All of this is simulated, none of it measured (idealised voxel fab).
process module | voxel ribs on slabs
cross-section cut | 230 nm wide | cells 5 nm
A cross-section is a grid of square cells, given in bands from the top down. A band is one or more rows of cells.
Each band's line starts with the height of the band's top and of its bottom, in nm. Then come its materials from left to right, each with its width in nm. One material with "throughout" fills the band from edge to edge. "air" is empty space.
Height 0 is the level under which the wafer as received is all one material. The lowest band goes on downwards, as in "0 down".
A width such as "30 to 40" changes by the same amount from each row of cells to the next, from the band's top row to its bottom row.
"no change" after a step means that no cell of the cross-section changed.
closed voids: empty space of 8 cells or more with no open way to the top, each as width x height at its distance from the left edge, in nm
after a step's settings: what the simulator itself notes on the step
overlay nm, on a step with a mask: how far to the right of its planned place the mask lay; to the left if negative
plan
1 op RECEIVE | material Si
2 op DIRECTIONAL_DEP | material SiO2 | thk nm 20
3 op DIRECTIONAL_DEP | material polySi | thk nm 25
4 op MASKED_ETCH | tone cover | mask id RIB | width nm 20 | etch materials polySi | depth nm 20 | overlay nm 0
5 op DIRECTIONAL_DEP | material aC | thk nm 15
6 op PATTERN | tone cover | mask id SLAB | material resist | width nm 70 | thk nm 35 | overlay nm 0
7 op DIRECTIONAL_ETCH | etch materials aC | depth nm 15
8 op STRIP | etch materials resist
9 op DIRECTIONAL_ETCH | etch materials polySi | depth nm 5
10 op STRIP | etch materials aC
11 op FILL_DEP | material SiO2 | thk nm 20
12 op CMP | height nm 55
13 op DIRECTIONAL_DEP | material W | thk nm 10
14 op DIRECTIONAL_DEP | material aC | thk nm 10
15 op PATTERN | tone cover | mask id HEATER | material resist | width nm 30 | thk nm 30 | overlay nm 0
16 op DIRECTIONAL_ETCH | etch materials aC | depth nm 10
17 op STRIP | etch materials resist
18 op DIRECTIONAL_ETCH | etch materials W | depth nm 10
19 op STRIP | etch materials aC
20 op CONFORMAL_DEP | material SiO2 | thk nm 5
first wafer, as planned
as received, after step 1
  0 down: Si throughout
  closed voids: none
after step 2
  20 to 0: SiO2 throughout
  below 0: unchanged
after step 3
  45 to 20: polySi throughout
  below 20: unchanged
after step 4
  45 to 25: air 105 | polySi 20 | air 105
  below 25: unchanged
after step 5
  60 to 45: air 105 | aC 20 | air 105
  45 to 40: air 105 | polySi 20 | air 105
  40 to 25: aC 105 | polySi 20 | aC 105
  below 25: unchanged
after step 6
  95 to 60: air 80 | resist 70 | air 80
  60 to 45: air 80 | resist 25 | aC 20 | resist 25 | air 80
  45 to 40: air 80 | resist 25 | polySi 20 | resist 25 | air 80
  below 40: unchanged
after step 7
  80 to 60: air 80 | resist 70 | air 80
  60 to 45: air 80 | resist 25 | aC 20 | resist 25 | air 80
  45 to 40: air 80 | resist 25 | polySi 20 | resist 25 | air 80
  40 to 25: air 80 | aC 25 | polySi 20 | aC 25 | air 80
  below 25: unchanged
after step 8
  60 to 45: air 105 | aC 20 | air 105
  45 to 40: air 105 | polySi 20 | air 105
  below 40: unchanged
after step 9
  60 to 45: air 105 | aC 20 | air 105
  45 to 40: air 105 | polySi 20 | air 105
  40 to 25: air 80 | aC 25 | polySi 20 | aC 25 | air 80
  25 to 20: air 80 | polySi 70 | air 80
  below 20: unchanged
after step 10
  45 to 25: air 105 | polySi 20 | air 105
  below 25: unchanged
after step 11
  65 to 45: SiO2 throughout
  45 to 25: SiO2 105 | polySi 20 | SiO2 105
  25 to 20: SiO2 80 | polySi 70 | SiO2 80
  below 20: unchanged
after step 12
  55 to 45: SiO2 throughout
  below 45: unchanged
after step 13
  65 to 55: W throughout
  below 55: unchanged
after step 14
  75 to 65: aC throughout
  below 65: unchanged
after step 15
  105 to 75: air 100 | resist 30 | air 100
  below 75: unchanged
after step 16
  95 to 75: air 100 | resist 30 | air 100
  75 to 65: air 100 | aC 30 | air 100
  below 65: unchanged
after step 17
  75 to 65: air 100 | aC 30 | air 100
  below 65: unchanged
after step 18
  75 to 65: air 100 | aC 30 | air 100
  65 to 55: air 100 | W 30 | air 100
  below 55: unchanged
after step 19
  65 to 55: air 100 | W 30 | air 100
  below 55: unchanged
after step 20
  70 to 65: air 95 | SiO2 40 | air 95
  65 to 60: air 95 | SiO2 5 | W 30 | SiO2 5 | air 95
  60 to 55: SiO2 100 | W 30 | SiO2 100
  below 55: unchanged
second wafer: like start, like plan, one mistake. Through step 1 it matches the first wafer
when step 2 should have ended
  25 to 0: polySi throughout
  below 0: unchanged
when step 3 should have ended
  45 to 25: SiO2 throughout
  below 25: unchanged
when step 4 should have ended: no change
when step 5 should have ended
  60 to 45: aC throughout
  below 45: unchanged
when step 6 should have ended
  95 to 60: air 80 | resist 70 | air 80
  below 60: unchanged
when step 7 should have ended
  80 to 60: air 80 | resist 70 | air 80
  60 to 45: air 80 | aC 70 | air 80
  below 45: unchanged
when step 8 should have ended
  60 to 45: air 80 | aC 70 | air 80
  below 45: unchanged
when step 9 should have ended: no change
when step 10 should have ended
  45 to 25: SiO2 throughout
  below 25: unchanged
when step 11 should have ended
  65 to 25: SiO2 throughout
  below 25: unchanged
when step 12 should have ended
  55 to 25: SiO2 throughout
  below 25: unchanged
when step 13 should have ended
  65 to 55: W throughout
  below 55: unchanged
when step 14 should have ended
  75 to 65: aC throughout
  below 65: unchanged
when step 15 should have ended
  105 to 75: air 100 | resist 30 | air 100
  below 75: unchanged
when step 16 should have ended
  95 to 75: air 100 | resist 30 | air 100
  75 to 65: air 100 | aC 30 | air 100
  below 65: unchanged
when step 17 should have ended
  75 to 65: air 100 | aC 30 | air 100
  below 65: unchanged
when step 18 should have ended
  75 to 65: air 100 | aC 30 | air 100
  65 to 55: air 100 | W 30 | air 100
  below 55: unchanged
when step 19 should have ended
  65 to 55: air 100 | W 30 | air 100
  below 55: unchanged
when step 20 should have ended
  70 to 65: air 95 | SiO2 40 | air 95
  65 to 60: air 95 | SiO2 5 | W 30 | SiO2 5 | air 95
  60 to 55: SiO2 100 | W 30 | SiO2 100
  below 55: unchanged
what went wrong: steps 2 and 3 were swapped
at the end the second wafer has, in cells: 200 fewer of SiO2 | 200 more of polySi
